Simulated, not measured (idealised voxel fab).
process module | voxel local oxidation
cross-section cut | 240 nm wide | cells 5 nm
A cross-section is a grid of square cells, given in bands from the top down. A band is one or more rows of cells.
Each band's line starts with the height of the band's top and of its bottom, in nm. Then come its materials from left to right, each with its width in nm. One material with "throughout" fills the band from edge to edge. "air" is empty space.
Height 0 is the level under which the wafer as received is all one material. The lowest band goes on downwards, as in "0 down".
A width such as "30 to 40" changes by the same amount from each row of cells to the next, from the band's top row to its bottom row.
"no change" after a step means that no cell of the cross-section changed.
closed voids: empty space of 8 cells or more with no open way to the top, each as width x height at its distance from the left edge, in nm
after a step's settings: what the simulator itself notes on the step
overlay nm, on a step with a mask: how far to the right of its planned place the mask lay; to the left if negative
plan
1 op RECEIVE | material Si
2 op CONFORMAL_DEP | material SiO2 | thk nm 5
3 op CONFORMAL_DEP | material SiN | thk nm 10
4 op DIRECTIONAL_DEP | material aC | thk nm 15
5 op PATTERN | tone cover | mask id ACTIVE | material resist | width nm 80 | thk nm 35 | overlay nm 0
6 op DIRECTIONAL_ETCH | etch materials aC | depth nm 15
7 op STRIP | etch materials resist
8 op DIRECTIONAL_ETCH | etch materials SiN | depth nm 10
9 op STRIP | etch materials aC
10 op SELECTIVE_ETCH | etch materials SiO2 | depth nm 5
11 op OXIDIZE | depth nm 15
12 op STRIP | etch materials SiN
varied across the wafers: width nm of step 5. The plan shows the first wafer's value. All wafers start alike
first wafer as received, after step 1
  0 down: Si throughout
  closed voids: none
each wafer at the end: cells of each material gained (+) or lost (-) since it was received, then its closed voids
width nm 80 | -120 Si | +134 SiO2 | closed voids: none
width nm 85 | -117 Si | +132 SiO2 | closed voids: none
width nm 90 | -114 Si | +130 SiO2 | closed voids: none
width nm 95 | -111 Si | +128 SiO2 | closed voids: none
width nm 100 | -108 Si | +126 SiO2 | closed voids: none
width nm 105 | -105 Si | +124 SiO2 | closed voids: none
